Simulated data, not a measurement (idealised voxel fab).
This section sets out a process module, namely voxel released beams.
285 nm wide, 5 nm square cells: that's cross-section cut.
Reading order for cross-sections: top band down to bottom band. Underlying form: a grid of square cells. Band size: one or more rows of cells.
Look at the band entry: it leads with the top's height and the bottom's height in nm. Then it lists the materials left to right, with a width in nm for each. The word "all across" on a single material says that material fills the band edge to edge. The word "blank" is empty space.
For the purposes of this specification, 0 denotes the height below which the wafer in its as-received condition is composed wholly of one material, and the lowermost band, lacking a lower limit, extends downward without end, as expressed in "0 nm and below".
It should be noted that a width expressed as "30..40" varies in equal increments from row to row of cells within the band, taking the value of the first number at the top row and that of the second number at the bottom row.
Where a step carries "stayed the same", the cross-section came out of it unchanged, cell for cell.
The label "Trapped void list" introduces a list of the empty spaces, 8 cells or larger, that have no open way up to the top; each entry in it reads width x height at distance, where the distance is taken from the left edge and all three are stated in nm.
Note: text after step settings on the step line = simulator remark on that step.
A step line may carry the setting "overlay nm", which, for steps involving a mask, states the distance by which the mask lay to the right of its intended position; negative values denote displacement to the left.
PROCESS STEPS - PLAN
1 RECEIVE with material Si
2 CONFORMAL_DEP with material Al2O3, thk nm 5
3 DIRECTIONAL_DEP with material SiO2, thk nm 20
4 PATTERN with tone open, mask id ANCHOR, material resist, width nm 35, thk nm 20, overlay nm 0
5 DIRECTIONAL_ETCH with etch materials SiO2, depth nm 20
6 STRIP with etch materials resist
7 CONFORMAL_DEP with material SiN, thk nm 15
8 MASKED_ETCH with tone cover, mask id BEAM, width nm 85, etch materials SiN, depth nm 15, overlay nm 0
9 STRIP with etch materials SiO2
ACCOUNT OF THE FIRST OF TWO WAFERS, WHICH WAS PROCESSED AS INTENDED
DELIVERED WAFER IN CROSS-SECTION: STATE AFTER STEP 1
> 0 nm and below | Si all across
> Trapped void list: none
CROSS-SECTION OF THE WAFER AFTER STEP 2
> 5 nm to 0 nm | Al2O3 all across
> below 0: unchanged
CROSS-SECTION OF THE WAFER AFTER STEP 3
> 25 nm to 5 nm | SiO2 all across
> below 5: unchanged
CROSS-SECTION OF THE WAFER AFTER STEP 4
> 45 nm to 25 nm | resist 100 nm; blank 35 nm; resist 150 nm
> below 25: unchanged
CROSS-SECTION OF THE WAFER AFTER STEP 5
> 45 nm to 25 nm | resist 100 nm; blank 35 nm; resist 150 nm
> 25 nm to 5 nm | SiO2 100 nm; blank 35 nm; SiO2 150 nm
> below 5: unchanged
CROSS-SECTION OF THE WAFER AFTER STEP 6
> 25 nm to 5 nm | SiO2 100 nm; blank 35 nm; SiO2 150 nm
> below 5: unchanged
CROSS-SECTION OF THE WAFER AFTER STEP 7
> 40 nm to 25 nm | SiN 115 nm; blank 5 nm; SiN 165 nm
> 25 nm to 20 nm | SiO2 100 nm; SiN 15 nm; blank 5 nm; SiN 15 nm; SiO2 150 nm
> 20 nm to 5 nm | SiO2 100 nm; SiN 35 nm; SiO2 150 nm
> below 5: unchanged
CROSS-SECTION OF THE WAFER AFTER STEP 8
> 40 nm to 25 nm | blank 95 nm; SiN 20 nm; blank 5 nm; SiN 60 nm; blank 105 nm
> below 25: unchanged
CROSS-SECTION OF THE WAFER AFTER STEP 9
> 40 nm to 25 nm | blank 95 nm; SiN 20 nm; blank 5 nm; SiN 60 nm; blank 105 nm
> 25 nm to 20 nm | blank 100 nm; SiN 15 nm; blank 5 nm; SiN 15 nm; blank 150 nm
> 20 nm to 5 nm | blank 100 nm; SiN 35 nm; blank 150 nm
> below 5: unchanged
HERE THE SECOND WAFER IS DESCRIBED. ITS START AND ITS PLAN WERE THOSE OF THE FIRST WAFER. ITS RUN CONTAINED ONE MISTAKE. UP TO AND INCLUDING STEP 3, IT DID EXACTLY WHAT THE FIRST WAFER DID
LOOK AT THE SECOND WAFER IN CROSS-SECTION AT THE TIME STEP 4 OUGHT TO HAVE FINISHED
> 45 nm to 25 nm | resist 110 nm; blank 35 nm; resist 140 nm
> below 25: unchanged
LOOK AT THE SECOND WAFER IN CROSS-SECTION AT THE TIME STEP 5 OUGHT TO HAVE FINISHED
> 45 nm to 25 nm | resist 110 nm; blank 35 nm; resist 140 nm
> 25 nm to 5 nm | SiO2 110 nm; blank 35 nm; SiO2 140 nm
> below 5: unchanged
LOOK AT THE SECOND WAFER IN CROSS-SECTION AT THE TIME STEP 6 OUGHT TO HAVE FINISHED
> 25 nm to 5 nm | SiO2 110 nm; blank 35 nm; SiO2 140 nm
> below 5: unchanged
LOOK AT THE SECOND WAFER IN CROSS-SECTION AT THE TIME STEP 7 OUGHT TO HAVE FINISHED
> 40 nm to 25 nm | SiN 125 nm; blank 5 nm; SiN 155 nm
> 25 nm to 20 nm | SiO2 110 nm; SiN 15 nm; blank 5 nm; SiN 15 nm; SiO2 140 nm
> 20 nm to 5 nm | SiO2 110 nm; SiN 35 nm; SiO2 140 nm
> below 5: unchanged
LOOK AT THE SECOND WAFER IN CROSS-SECTION AT THE TIME STEP 8 OUGHT TO HAVE FINISHED
> 40 nm to 25 nm | blank 95 nm; SiN 30 nm; blank 5 nm; SiN 50 nm; blank 105 nm
> below 25: unchanged
LOOK AT THE SECOND WAFER IN CROSS-SECTION AT THE TIME STEP 9 OUGHT TO HAVE FINISHED
> 40 nm to 25 nm | blank 95 nm; SiN 30 nm; blank 5 nm; SiN 50 nm; blank 105 nm
> 25 nm to 20 nm | blank 110 nm; SiN 15 nm; blank 5 nm; SiN 15 nm; blank 140 nm
> 20 nm to 5 nm | blank 110 nm; SiN 35 nm; blank 140 nm
> below 5: unchanged
Nonconformance to the process plan: in deviation from the planned setting, step 4 was conducted as PATTERN with tone open, mask id ANCHOR, material resist, width nm 35, thk nm 20, overlay nm 10
Final state: per-material cell counts identical on both wafers; locations differ.
